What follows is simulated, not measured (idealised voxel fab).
The document below concerns the process module designated voxel ribs on slabs.
Square cells of 5 nm make up the cross-section cut, whose width is 215 nm.
This document writes a cross-section as a grid whose cells are square, and gives it as bands, listed from the top down; one or more rows of cells form a band. Band: top and bottom heights (nm) first, top before bottom; then materials from left to right, widths in nm. "everywhere" marks a sole material filling the band edge to edge. "air" denotes empty space. A quick word on heights: they are counted from 0, and under that level the wafer as it came to us is one material throughout. The lowest band is different from the rest in having no bottom; it simply continues downward, written as in "0 nm and below". The expression "30..40" gives the width at the extremes of the band, the first number at its top row of cells and the second at its bottom row, with the width changing by equal amounts from each row to the next in between. Take "changes: none" at face value: in the step it is given for, the cross-section changed in none of its cells. This entry, "Catalogued sealed voids", enumerates those empty regions of no fewer than 8 cells that possess no open connection to the top. Each region is reported in the form width x height at distance, the distance being taken from the left edge, with all three quantities expressed in nm. The remark found on a step's line after its settings is issued by the simulator itself and pertains to that step. overlay nm: right-of-plan distance of the mask on a masked step; negative values mean left-of-plan.

-- These are the steps we planned for the process
- 1: RECEIVE: material Si
- 2: DIRECTIONAL_DEP: material SiO2, thk nm 25
- 3: DIRECTIONAL_DEP: material SiN, thk nm 25
- 4: MASKED_ETCH: tone cover, mask id RIB, width nm 30, etch materials SiN, depth nm 15, overlay nm 0
- 5: DIRECTIONAL_DEP: material aC, thk nm 15
- 6: PATTERN: tone cover, mask id SLAB, material resist, width nm 60, thk nm 35, overlay nm 0
- 7: DIRECTIONAL_ETCH: etch materials aC, depth nm 15
- 8: STRIP: etch materials resist
- 9: DIRECTIONAL_ETCH: etch materials SiN, depth nm 10
- 10: STRIP: etch materials aC
- 11: FILL_DEP: material SiO2, thk nm 25
- 12: CMP: height nm 70
- 13: DIRECTIONAL_DEP: material W, thk nm 10
- 14: PATTERN: tone cover, mask id HEATER, material resist, width nm 40, thk nm 20, overlay nm 0
- 15: DIRECTIONAL_ETCH: etch materials W, depth nm 10
- 16: STRIP: etch materials resist
- 17: CONFORMAL_DEP: material SiO2, thk nm 5

-- So, the first of our two wafers, run just as we planned it

-- Shown in cross-section is the wafer as received, that is, as it stands after step 1
    0 nm and below  Si everywhere
    Catalogued sealed voids: none

-- Cross-section of the wafer subsequent to step 2
    25 nm to 0 nm  SiO2 everywhere
    Heights below 0 show no change.

-- Cross-section of the wafer subsequent to step 3
    50 nm to 25 nm  SiN everywhere
    Heights below 25 show no change.

-- Cross-section of the wafer subsequent to step 4
    50 nm to 35 nm  air=90; SiN=30; air=95
    Heights below 35 show no change.

-- Cross-section of the wafer subsequent to step 5
    65 nm to 50 nm  air=90; aC=30; air=95
    50 nm to 35 nm  aC=90; SiN=30; aC=95
    Heights below 35 show no change.

-- Cross-section of the wafer subsequent to step 6
    100 nm to 65 nm  air=75; resist=60; air=80
    65 nm to 50 nm  air=75; resist=15; aC=30; resist=15; air=80
    Heights below 50 show no change.

-- Cross-section of the wafer subsequent to step 7
    85 nm to 65 nm  air=75; resist=60; air=80
    65 nm to 50 nm  air=75; resist=15; aC=30; resist=15; air=80
    50 nm to 35 nm  air=75; aC=15; SiN=30; aC=15; air=80
    Heights below 35 show no change.

-- Cross-section of the wafer subsequent to step 8
    65 nm to 50 nm  air=90; aC=30; air=95
    Heights below 50 show no change.

-- Cross-section of the wafer subsequent to step 9
    65 nm to 50 nm  air=90; aC=30; air=95
    50 nm to 35 nm  air=75; aC=15; SiN=30; aC=15; air=80
    35 nm to 25 nm  air=75; SiN=60; air=80
    Heights below 25 show no change.

-- Cross-section of the wafer subsequent to step 10
    50 nm to 35 nm  air=90; SiN=30; air=95
    Heights below 35 show no change.

-- Cross-section of the wafer subsequent to step 11
    75 nm to 50 nm  SiO2 everywhere
    50 nm to 35 nm  SiO2=90; SiN=30; SiO2=95
    35 nm to 25 nm  SiO2=75; SiN=60; SiO2=80
    Heights below 25 show no change.

-- Cross-section of the wafer subsequent to step 12
    70 nm to 50 nm  SiO2 everywhere
    Heights below 50 show no change.

-- Cross-section of the wafer subsequent to step 13
    80 nm to 70 nm  W everywhere
    Heights below 70 show no change.

-- Cross-section of the wafer subsequent to step 14
    100 nm to 80 nm  air=85; resist=40; air=90
    Heights below 80 show no change.

-- Cross-section of the wafer subsequent to step 15
    100 nm to 80 nm  air=85; resist=40; air=90
    80 nm to 70 nm  air=85; W=40; air=90
    Heights below 70 show no change.

-- Cross-section of the wafer subsequent to step 16
    80 nm to 70 nm  air=85; W=40; air=90
    Heights below 70 show no change.

-- Cross-section of the wafer subsequent to step 17
    85 nm to 80 nm  air=80; SiO2=50; air=85
    80 nm to 75 nm  air=80; SiO2=5; W=40; SiO2=5; air=85
    75 nm to 70 nm  SiO2=85; W=40; SiO2=90
    Heights below 70 show no change.

-- Second Wafer (Identical Start and Plan, One Processing Error; Matches First Wafer Through Step 13)

-- Second wafer, sectioned view, at step 14's planned end time
    100 nm to 80 nm  air=80; resist=40; air=95
    Heights below 80 show no change.

-- Second wafer, sectioned view, at step 15's planned end time
    100 nm to 80 nm  air=80; resist=40; air=95
    80 nm to 70 nm  air=80; W=40; air=95
    Heights below 70 show no change.

-- Second wafer, sectioned view, at step 16's planned end time
    80 nm to 70 nm  air=80; W=40; air=95
    Heights below 70 show no change.

-- Second wafer, sectioned view, at step 17's planned end time
    85 nm to 80 nm  air=75; SiO2=50; air=90
    80 nm to 75 nm  air=75; SiO2=5; W=40; SiO2=5; air=90
    75 nm to 70 nm  SiO2=80; W=40; SiO2=95
    Heights below 70 show no change.
what went wrong: note that step 14 departed from the planned setting and was carried out as PATTERN: tone cover, mask id HEATER, material resist, width nm 40, thk nm 20, overlay nm -5
Same inventory, different map: at the end, the second wafer holds as many cells of each material as the first, placed elsewhere.
